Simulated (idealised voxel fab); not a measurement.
voxel lift off: a process module
Cross-section cut: width 185 nm, square cells of 5 nm.
Cross-section spec: square-cell grid; bands listed top down; each band is one or more rows.
First you get the band's top height and its bottom height, in nm, and then the materials it's made of, left to right, with each width in nm. If you see a single material with "all across", that one covers the band edge to edge. "blank" is empty space.
Ref level 0: as-received wafer is one material below here. Bottom band extends down with no lower bound ("z 0 and below").
The expression "30->40" gives the width at the extremes of the band, the first number at its top row of cells and the second at its bottom row, with the width changing by equal amounts from each row to the next in between.
"nothing altered" -> step changed no cross-section cell.
"Encapsulated voids" contains a list of empty spaces, each no smaller than 8 cells and without an open way to the top, written in the form width x height at distance with the distance from the left edge and all three in nm.
Text after the settings on a step's line: the simulator's own remark on that step.
For masked steps, "overlay nm" on the step line gives how far right of plan the mask actually lay; a minus sign means it lay to the left.
The process steps that were planned are listed below:
1,RECEIVE [material Si]
2,CONFORMAL_DEP [material SiO2] [thk nm 15]
3,PATTERN [tone open] [mask id LINES] [material resist] [width nm 25] [pitch nm 55] [thk nm 25] [overlay nm 0]
4,DIRECTIONAL_DEP [material Ru] [thk nm 5]
5,STRIP [etch materials resist]
6,CONFORMAL_DEP [material SiO2] [thk nm 10]
Be aware that, although all wafers share a common starting state, the thk nm at step 4 differs among them, and the plan displays the first wafer's value.
As-received cross-section, first of several wafers, post step 1:
* z 0 and below = Si all across
* Encapsulated voids: none
Each wafer at the end: cells of each material gained (+) or lost (-) since it was received, then its closed voids:
thk nm 5 | +10 Ru | +193 SiO2 | Encapsulated voids: none
thk nm 10 | +20 Ru | +201 SiO2 | Encapsulated voids: none
thk nm 15 | +30 Ru | +209 SiO2 | Encapsulated voids: none
thk nm 20 | +40 Ru | +217 SiO2 | Encapsulated voids: none
